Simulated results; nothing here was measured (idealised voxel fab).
Documented hereafter: the process module known as voxel capacitor over wiring.
The cross-section shown here is cut; it is 300 nm wide and divided into square cells measuring 5 nm on a side.
For the purposes of this document, a cross-section shall be understood as a grid of square cells, specified as bands listed in top-to-bottom order, each band consisting of one or more rows of cells.
Band: top and bottom heights (nm) first, top before bottom; then materials from left to right, widths in nm. "throughout" marks a sole material filling the band edge to edge. "empty" denotes empty space.
For the purposes of this specification, 0 denotes the height below which the wafer in its as-received condition is composed wholly of one material, and the lowermost band, lacking a lower limit, extends downward without end, as expressed in "0 and below".
Top row gets the first number, bottom row gets the second, and each row in between changes by the same step: that is how a band width like "30..40" works.
Step note "remains unaltered" = no cross-section cell changed.
In "Closed void table" the enclosed voids are listed, meaning empty spaces of 8 cells or larger without any opening to the top. The form is width x height at distance, distance from the left edge, units nm.
Note: text after step settings on the step line = simulator remark on that step.
The optional step-line setting "overlay nm" applies to steps with a mask and quantifies how far to the right of its planned location the mask lay, a negative value indicating leftward placement.
The planned process steps are enumerated hereunder:
1) RECEIVE (material Si)
2) CONFORMAL_DEP (material SiO2; thk nm 10)
3) DIRECTIONAL_DEP (material TiN; thk nm 5)
4) DIRECTIONAL_DEP (material W; thk nm 20)
5) DIRECTIONAL_DEP (material aC; thk nm 10)
6) PATTERN (tone cover; mask id METAL_1; material resist; width nm 20; pitch nm 85; thk nm 30; overlay nm 0)
7) DIRECTIONAL_ETCH (etch materials aC; depth nm 10)
8) STRIP (etch materials resist)
9) DIRECTIONAL_ETCH (etch materials W; depth nm 20)
10) DIRECTIONAL_ETCH (etch materials TiN; depth nm 5)
11) STRIP (etch materials aC)
12) CONFORMAL_DEP (material SiN; thk nm 5)
13) FILL_DEP (material lowk; thk nm 10)
14) CMP (height nm 35)
15) CONFORMAL_DEP (material SiCN; thk nm 5)
16) DIRECTIONAL_DEP (material SiO2; thk nm 20)
17) MASKED_ETCH (tone open; mask id PLUG_1; width nm 15; etch materials SiO2; depth nm 20; overlay nm 0)
18) MASKED_ETCH (tone open; mask id PLUG_1; width nm 15; etch materials SiCN; depth nm 5; overlay nm 0)
19) CONFORMAL_DEP (material TiN; thk nm 5)
20) FILL_DEP (material Cu; thk nm 5)
21) CMP (height nm 60)
22) DIRECTIONAL_DEP (material TiN; thk nm 5)
23) DIRECTIONAL_DEP (material Al2O3; thk nm 5)
24) DIRECTIONAL_DEP (material TiN; thk nm 10)
25) DIRECTIONAL_DEP (material aC; thk nm 15)
26) PATTERN (tone cover; mask id UPPER_PLATE; material resist; width nm 70; thk nm 35; overlay nm 0)
27) DIRECTIONAL_ETCH (etch materials aC; depth nm 15)
28) STRIP (etch materials resist)
29) DIRECTIONAL_ETCH (etch materials TiN; depth nm 10)
30) DIRECTIONAL_ETCH (etch materials Al2O3; depth nm 5)
31) STRIP (etch materials aC)
32) DIRECTIONAL_DEP (material aC; thk nm 10)
33) PATTERN (tone cover; mask id LOWER_PLATE; material resist; width nm 80; thk nm 30; overlay nm 0)
34) DIRECTIONAL_ETCH (etch materials aC; depth nm 10)
35) STRIP (etch materials resist)
36) DIRECTIONAL_ETCH (etch materials TiN; depth nm 5)
37) STRIP (etch materials aC)
38) FILL_DEP (material SiO2; thk nm 15)
39) CMP (height nm 90)
40) PATTERN (tone open; mask id PLUG_2; material resist; width nm 15; thk nm 20; overlay nm 0)
41) DIRECTIONAL_ETCH (etch materials SiO2; depth nm 10)
42) STRIP (etch materials resist)
43) CONFORMAL_DEP (material TiN; thk nm 5)
44) FILL_DEP (material Ru; thk nm 5)
45) CMP (height nm 90)
46) CONFORMAL_DEP (material SiN; thk nm 5)
Run as planned: first of two wafers:
Cross-section of the wafer as it came to us, i.e., already through step 1:
	0 and below = Si throughout
	Closed void table: none
After step 2: wafer cross-section:
	10 down to 0 = SiO2 throughout
	No changes below 0.
After step 3: wafer cross-section:
	15 down to 10 = TiN throughout
	No changes below 10.
After step 4: wafer cross-section:
	35 down to 15 = W throughout
	No changes below 15.
After step 5: wafer cross-section:
	45 down to 35 = aC throughout
	No changes below 35.
After step 6: wafer cross-section:
	75 down to 45 = empty: 95 | resist: 20 | empty: 65 | resist: 20 | empty: 100
	No changes below 45.
After step 7: wafer cross-section:
	65 down to 45 = empty: 95 | resist: 20 | empty: 65 | resist: 20 | empty: 100
	45 down to 35 = empty: 95 | aC: 20 | empty: 65 | aC: 20 | empty: 100
	No changes below 35.
After step 8: wafer cross-section:
	45 down to 35 = empty: 95 | aC: 20 | empty: 65 | aC: 20 | empty: 100
	No changes below 35.
After step 9: wafer cross-section:
	45 down to 35 = empty: 95 | aC: 20 | empty: 65 | aC: 20 | empty: 100
	35 down to 15 = empty: 95 | W: 20 | empty: 65 | W: 20 | empty: 100
	No changes below 15.
After step 10: wafer cross-section:
	45 down to 35 = empty: 95 | aC: 20 | empty: 65 | aC: 20 | empty: 100
	35 down to 15 = empty: 95 | W: 20 | empty: 65 | W: 20 | empty: 100
	15 down to 10 = empty: 95 | TiN: 20 | empty: 65 | TiN: 20 | empty: 100
	No changes below 10.
After step 11: wafer cross-section:
	35 down to 15 = empty: 95 | W: 20 | empty: 65 | W: 20 | empty: 100
	No changes below 15.
After step 12: wafer cross-section:
	40 down to 35 = empty: 90 | SiN: 30 | empty: 55 | SiN: 30 | empty: 95
	35 down to 15 = empty: 90 | SiN: 5 | W: 20 | SiN: 5 | empty: 55 | SiN: 5 | W: 20 | SiN: 5 | empty: 95
	15 down to 10 = SiN: 95 | TiN: 20 | SiN: 65 | TiN: 20 | SiN: 100
	No changes below 10.
After step 13: wafer cross-section:
	50 down to 40 = lowk throughout
	40 down to 35 = lowk: 90 | SiN: 30 | lowk: 55 | SiN: 30 | lowk: 95
	35 down to 15 = lowk: 90 | SiN: 5 | W: 20 | SiN: 5 | lowk: 55 | SiN: 5 | W: 20 | SiN: 5 | lowk: 95
	No changes below 15.
After step 14: wafer cross-section:
	35 down to 15 = lowk: 90 | SiN: 5 | W: 20 | SiN: 5 | lowk: 55 | SiN: 5 | W: 20 | SiN: 5 | lowk: 95
	No changes below 15.
After step 15: wafer cross-section:
	40 down to 35 = SiCN throughout
	No changes below 35.
After step 16: wafer cross-section:
	60 down to 40 = SiO2 throughout
	No changes below 40.
After step 17: wafer cross-section:
	60 down to 40 = SiO2: 100 | empty: 15 | SiO2: 185
	No changes below 40.
After step 18: wafer cross-section:
	60 down to 40 = SiO2: 100 | empty: 15 | SiO2: 185
	40 down to 35 = SiCN: 100 | empty: 15 | SiCN: 185
	No changes below 35.
After step 19: wafer cross-section:
	65 down to 60 = TiN: 105 | empty: 5 | TiN: 190
	60 down to 40 = SiO2: 100 | TiN: 5 | empty: 5 | TiN: 5 | SiO2: 185
	40 down to 35 = SiCN: 100 | TiN: 15 | SiCN: 185
	No changes below 35.
After step 20: wafer cross-section:
	70 down to 65 = Cu throughout
	65 down to 60 = TiN: 105 | Cu: 5 | TiN: 190
	60 down to 40 = SiO2: 100 | TiN: 5 | Cu: 5 | TiN: 5 | SiO2: 185
	No changes below 40.
After step 21: wafer cross-section:
	60 down to 40 = SiO2: 100 | TiN: 5 | Cu: 5 | TiN: 5 | SiO2: 185
	No changes below 40.
After step 22: wafer cross-section:
	65 down to 60 = TiN throughout
	No changes below 60.
After step 23: wafer cross-section:
	70 down to 65 = Al2O3 throughout
	No changes below 65.
After step 24: wafer cross-section:
	80 down to 70 = TiN throughout
	No changes below 70.
After step 25: wafer cross-section:
	95 down to 80 = aC throughout
	No changes below 80.
After step 26: wafer cross-section:
	130 down to 95 = empty: 100 | resist: 70 | empty: 130
	No changes below 95.
After step 27: wafer cross-section:
	115 down to 95 = empty: 100 | resist: 70 | empty: 130
	95 down to 80 = empty: 100 | aC: 70 | empty: 130
	No changes below 80.
After step 28: wafer cross-section:
	95 down to 80 = empty: 100 | aC: 70 | empty: 130
	No changes below 80.
After step 29: wafer cross-section:
	95 down to 80 = empty: 100 | aC: 70 | empty: 130
	80 down to 70 = empty: 100 | TiN: 70 | empty: 130
	No changes below 70.
After step 30: wafer cross-section:
	95 down to 80 = empty: 100 | aC: 70 | empty: 130
	80 down to 70 = empty: 100 | TiN: 70 | empty: 130
	70 down to 65 = empty: 100 | Al2O3: 70 | empty: 130
	No changes below 65.
After step 31: wafer cross-section:
	80 down to 70 = empty: 100 | TiN: 70 | empty: 130
	No changes below 70.
After step 32: wafer cross-section:
	90 down to 80 = empty: 100 | aC: 70 | empty: 130
	80 down to 75 = empty: 100 | TiN: 70 | empty: 130
	75 down to 70 = aC: 100 | TiN: 70 | aC: 130
	70 down to 65 = aC: 100 | Al2O3: 70 | aC: 130
	No changes below 65.
After step 33: wafer cross-section:
	120 down to 90 = empty: 95 | resist: 80 | empty: 125
	90 down to 80 = empty: 95 | resist: 5 | aC: 70 | resist: 5 | empty: 125
	80 down to 75 = empty: 95 | resist: 5 | TiN: 70 | resist: 5 | empty: 125
	No changes below 75.
After step 34: wafer cross-section:
	110 down to 90 = empty: 95 | resist: 80 | empty: 125
	90 down to 80 = empty: 95 | resist: 5 | aC: 70 | resist: 5 | empty: 125
	80 down to 75 = empty: 95 | resist: 5 | TiN: 70 | resist: 5 | empty: 125
	75 down to 70 = empty: 95 | aC: 5 | TiN: 70 | aC: 5 | empty: 125
	70 down to 65 = empty: 95 | aC: 5 | Al2O3: 70 | aC: 5 | empty: 125
	No changes below 65.
After step 35: wafer cross-section:
	90 down to 80 = empty: 100 | aC: 70 | empty: 130
	80 down to 75 = empty: 100 | TiN: 70 | empty: 130
	No changes below 75.
After step 36: wafer cross-section:
	90 down to 80 = empty: 100 | aC: 70 | empty: 130
	80 down to 75 = empty: 100 | TiN: 70 | empty: 130
	75 down to 70 = empty: 95 | aC: 5 | TiN: 70 | aC: 5 | empty: 125
	70 down to 65 = empty: 95 | aC: 5 | Al2O3: 70 | aC: 5 | empty: 125
	65 down to 60 = empty: 95 | TiN: 80 | empty: 125
	No changes below 60.
After step 37: wafer cross-section:
	80 down to 70 = empty: 100 | TiN: 70 | empty: 130
	70 down to 65 = empty: 100 | Al2O3: 70 | empty: 130
	No changes below 65.
After step 38: wafer cross-section:
	95 down to 80 = SiO2 throughout
	80 down to 70 = SiO2: 100 | TiN: 70 | SiO2: 130
	70 down to 65 = SiO2: 100 | Al2O3: 70 | SiO2: 130
	65 down to 60 = SiO2: 95 | TiN: 80 | SiO2: 125
	No changes below 60.
After step 39: wafer cross-section:
	90 down to 80 = SiO2 throughout
	No changes below 80.
After step 40: wafer cross-section:
	110 down to 90 = resist: 110 | empty: 15 | resist: 175
	No changes below 90.
After step 41: wafer cross-section:
	110 down to 90 = resist: 110 | empty: 15 | resist: 175
	90 down to 80 = SiO2: 110 | empty: 15 | SiO2: 175
	No changes below 80.
After step 42: wafer cross-section:
	90 down to 80 = SiO2: 110 | empty: 15 | SiO2: 175
	No changes below 80.
After step 43: wafer cross-section:
	95 down to 90 = TiN: 115 | empty: 5 | TiN: 180
	90 down to 85 = SiO2: 110 | TiN: 5 | empty: 5 | TiN: 5 | SiO2: 175
	85 down to 80 = SiO2: 110 | TiN: 15 | SiO2: 175
	No changes below 80.
After step 44: wafer cross-section:
	100 down to 95 = Ru throughout
	95 down to 90 = TiN: 115 | Ru: 5 | TiN: 180
	90 down to 85 = SiO2: 110 | TiN: 5 | Ru: 5 | TiN: 5 | SiO2: 175
	No changes below 85.
After step 45: wafer cross-section:
	90 down to 85 = SiO2: 110 | TiN: 5 | Ru: 5 | TiN: 5 | SiO2: 175
	No changes below 85.
After step 46: wafer cross-section:
	95 down to 90 = SiN throughout
	No changes below 90.
Regarding the second of the two wafers: it shared the first wafer's starting condition and process plan, yet one error occurred during its execution. Its history coincides with that of the first wafer up to and including step 1:
What the second wafer looks like in cross-section when step 2 should have wrapped up:
	5 down to 0 = TiN throughout
	No changes below 0.
What the second wafer looks like in cross-section when step 3 should have wrapped up:
	15 down to 5 = SiO2 throughout
	No changes below 5.
What the second wafer looks like in cross-section when step 4 should have wrapped up:
	35 down to 15 = W throughout
	No changes below 15.
What the second wafer looks like in cross-section when step 5 should have wrapped up:
	45 down to 35 = aC throughout
	No changes below 35.
What the second wafer looks like in cross-section when step 6 should have wrapped up:
	75 down to 45 = empty: 95 | resist: 20 | empty: 65 | resist: 20 | empty: 100
	No changes below 45.
What the second wafer looks like in cross-section when step 7 should have wrapped up:
	65 down to 45 = empty: 95 | resist: 20 | empty: 65 | resist: 20 | empty: 100
	45 down to 35 = empty: 95 | aC: 20 | empty: 65 | aC: 20 | empty: 100
	No changes below 35.
What the second wafer looks like in cross-section when step 8 should have wrapped up:
	45 down to 35 = empty: 95 | aC: 20 | empty: 65 | aC: 20 | empty: 100
	No changes below 35.
What the second wafer looks like in cross-section when step 9 should have wrapped up:
	45 down to 35 = empty: 95 | aC: 20 | empty: 65 | aC: 20 | empty: 100
	35 down to 15 = empty: 95 | W: 20 | empty: 65 | W: 20 | empty: 100
	No changes below 15.
What the second wafer looks like in cross-section when step 10 should have wrapped up: remains unaltered
What the second wafer looks like in cross-section when step 11 should have wrapped up:
	35 down to 15 = empty: 95 | W: 20 | empty: 65 | W: 20 | empty: 100
	No changes below 15.
What the second wafer looks like in cross-section when step 12 should have wrapped up:
	40 down to 35 = empty: 90 | SiN: 30 | empty: 55 | SiN: 30 | empty: 95
	35 down to 20 = empty: 90 | SiN: 5 | W: 20 | SiN: 5 | empty: 55 | SiN: 5 | W: 20 | SiN: 5 | empty: 95
	20 down to 15 = SiN: 95 | W: 20 | SiN: 65 | W: 20 | SiN: 100
	No changes below 15.
What the second wafer looks like in cross-section when step 13 should have wrapped up:
	50 down to 40 = lowk throughout
	40 down to 35 = lowk: 90 | SiN: 30 | lowk: 55 | SiN: 30 | lowk: 95
	35 down to 20 = lowk: 90 | SiN: 5 | W: 20 | SiN: 5 | lowk: 55 | SiN: 5 | W: 20 | SiN: 5 | lowk: 95
	No changes below 20.
What the second wafer looks like in cross-section when step 14 should have wrapped up:
	35 down to 20 = lowk: 90 | SiN: 5 | W: 20 | SiN: 5 | lowk: 55 | SiN: 5 | W: 20 | SiN: 5 | lowk: 95
	No changes below 20.
What the second wafer looks like in cross-section when step 15 should have wrapped up:
	40 down to 35 = SiCN throughout
	No changes below 35.
What the second wafer looks like in cross-section when step 16 should have wrapped up:
	60 down to 40 = SiO2 throughout
	No changes below 40.
What the second wafer looks like in cross-section when step 17 should have wrapped up:
	60 down to 40 = SiO2: 100 | empty: 15 | SiO2: 185
	No changes below 40.
What the second wafer looks like in cross-section when step 18 should have wrapped up:
	60 down to 40 = SiO2: 100 | empty: 15 | SiO2: 185
	40 down to 35 = SiCN: 100 | empty: 15 | SiCN: 185
	No changes below 35.
What the second wafer looks like in cross-section when step 19 should have wrapped up:
	65 down to 60 = TiN: 105 | empty: 5 | TiN: 190
	60 down to 40 = SiO2: 100 | TiN: 5 | empty: 5 | TiN: 5 | SiO2: 185
	40 down to 35 = SiCN: 100 | TiN: 15 | SiCN: 185
	No changes below 35.
What the second wafer looks like in cross-section when step 20 should have wrapped up:
	70 down to 65 = Cu throughout
	65 down to 60 = TiN: 105 | Cu: 5 | TiN: 190
	60 down to 40 = SiO2: 100 | TiN: 5 | Cu: 5 | TiN: 5 | SiO2: 185
	No changes below 40.
What the second wafer looks like in cross-section when step 21 should have wrapped up:
	60 down to 40 = SiO2: 100 | TiN: 5 | Cu: 5 | TiN: 5 | SiO2: 185
	No changes below 40.
What the second wafer looks like in cross-section when step 22 should have wrapped up:
	65 down to 60 = TiN throughout
	No changes below 60.
What the second wafer looks like in cross-section when step 23 should have wrapped up:
	70 down to 65 = Al2O3 throughout
	No changes below 65.
What the second wafer looks like in cross-section when step 24 should have wrapped up:
	80 down to 70 = TiN throughout
	No changes below 70.
What the second wafer looks like in cross-section when step 25 should have wrapped up:
	95 down to 80 = aC throughout
	No changes below 80.
What the second wafer looks like in cross-section when step 26 should have wrapped up:
	130 down to 95 = empty: 100 | resist: 70 | empty: 130
	No changes below 95.
What the second wafer looks like in cross-section when step 27 should have wrapped up:
	115 down to 95 = empty: 100 | resist: 70 | empty: 130
	95 down to 80 = empty: 100 | aC: 70 | empty: 130
	No changes below 80.
What the second wafer looks like in cross-section when step 28 should have wrapped up:
	95 down to 80 = empty: 100 | aC: 70 | empty: 130
	No changes below 80.
What the second wafer looks like in cross-section when step 29 should have wrapped up:
	95 down to 80 = empty: 100 | aC: 70 | empty: 130
	80 down to 70 = empty: 100 | TiN: 70 | empty: 130
	No changes below 70.
What the second wafer looks like in cross-section when step 30 should have wrapped up:
	95 down to 80 = empty: 100 | aC: 70 | empty: 130
	80 down to 70 = empty: 100 | TiN: 70 | empty: 130
	70 down to 65 = empty: 100 | Al2O3: 70 | empty: 130
	No changes below 65.
What the second wafer looks like in cross-section when step 31 should have wrapped up:
	80 down to 70 = empty: 100 | TiN: 70 | empty: 130
	No changes below 70.
What the second wafer looks like in cross-section when step 32 should have wrapped up:
	90 down to 80 = empty: 100 | aC: 70 | empty: 130
	80 down to 75 = empty: 100 | TiN: 70 | empty: 130
	75 down to 70 = aC: 100 | TiN: 70 | aC: 130
	70 down to 65 = aC: 100 | Al2O3: 70 | aC: 130
	No changes below 65.
What the second wafer looks like in cross-section when step 33 should have wrapped up:
	120 down to 90 = empty: 95 | resist: 80 | empty: 125
	90 down to 80 = empty: 95 | resist: 5 | aC: 70 | resist: 5 | empty: 125
	80 down to 75 = empty: 95 | resist: 5 | TiN: 70 | resist: 5 | empty: 125
	No changes below 75.
What the second wafer looks like in cross-section when step 34 should have wrapped up:
	110 down to 90 = empty: 95 | resist: 80 | empty: 125
	90 down to 80 = empty: 95 | resist: 5 | aC: 70 | resist: 5 | empty: 125
	80 down to 75 = empty: 95 | resist: 5 | TiN: 70 | resist: 5 | empty: 125
	75 down to 70 = empty: 95 | aC: 5 | TiN: 70 | aC: 5 | empty: 125
	70 down to 65 = empty: 95 | aC: 5 | Al2O3: 70 | aC: 5 | empty: 125
	No changes below 65.
What the second wafer looks like in cross-section when step 35 should have wrapped up:
	90 down to 80 = empty: 100 | aC: 70 | empty: 130
	80 down to 75 = empty: 100 | TiN: 70 | empty: 130
	No changes below 75.
What the second wafer looks like in cross-section when step 36 should have wrapped up:
	90 down to 80 = empty: 100 | aC: 70 | empty: 130
	80 down to 75 = empty: 100 | TiN: 70 | empty: 130
	75 down to 70 = empty: 95 | aC: 5 | TiN: 70 | aC: 5 | empty: 125
	70 down to 65 = empty: 95 | aC: 5 | Al2O3: 70 | aC: 5 | empty: 125
	65 down to 60 = empty: 95 | TiN: 80 | empty: 125
	No changes below 60.
What the second wafer looks like in cross-section when step 37 should have wrapped up:
	80 down to 70 = empty: 100 | TiN: 70 | empty: 130
	70 down to 65 = empty: 100 | Al2O3: 70 | empty: 130
	No changes below 65.
What the second wafer looks like in cross-section when step 38 should have wrapped up:
	95 down to 80 = SiO2 throughout
	80 down to 70 = SiO2: 100 | TiN: 70 | SiO2: 130
	70 down to 65 = SiO2: 100 | Al2O3: 70 | SiO2: 130
	65 down to 60 = SiO2: 95 | TiN: 80 | SiO2: 125
	No changes below 60.
What the second wafer looks like in cross-section when step 39 should have wrapped up:
	90 down to 80 = SiO2 throughout
	No changes below 80.
What the second wafer looks like in cross-section when step 40 should have wrapped up:
	110 down to 90 = resist: 110 | empty: 15 | resist: 175
	No changes below 90.
What the second wafer looks like in cross-section when step 41 should have wrapped up:
	110 down to 90 = resist: 110 | empty: 15 | resist: 175
	90 down to 80 = SiO2: 110 | empty: 15 | SiO2: 175
	No changes below 80.
What the second wafer looks like in cross-section when step 42 should have wrapped up:
	90 down to 80 = SiO2: 110 | empty: 15 | SiO2: 175
	No changes below 80.
What the second wafer looks like in cross-section when step 43 should have wrapped up:
	95 down to 90 = TiN: 115 | empty: 5 | TiN: 180
	90 down to 85 = SiO2: 110 | TiN: 5 | empty: 5 | TiN: 5 | SiO2: 175
	85 down to 80 = SiO2: 110 | TiN: 15 | SiO2: 175
	No changes below 80.
What the second wafer looks like in cross-section when step 44 should have wrapped up:
	100 down to 95 = Ru throughout
	95 down to 90 = TiN: 115 | Ru: 5 | TiN: 180
	90 down to 85 = SiO2: 110 | TiN: 5 | Ru: 5 | TiN: 5 | SiO2: 175
	No changes below 85.
What the second wafer looks like in cross-section when step 45 should have wrapped up:
	90 down to 85 = SiO2: 110 | TiN: 5 | Ru: 5 | TiN: 5 | SiO2: 175
	No changes below 85.
What the second wafer looks like in cross-section when step 46 should have wrapped up:
	95 down to 90 = SiN throughout
	No changes below 90.
Processing error: order of steps 2 and 3 inverted relative to the plan
Upon completion, the second wafer contains, in terms of cells, a greater or smaller amount of certain materials than the first wafer: SiN: 4 fewer | TiN: 52 more | lowk: 48 fewer
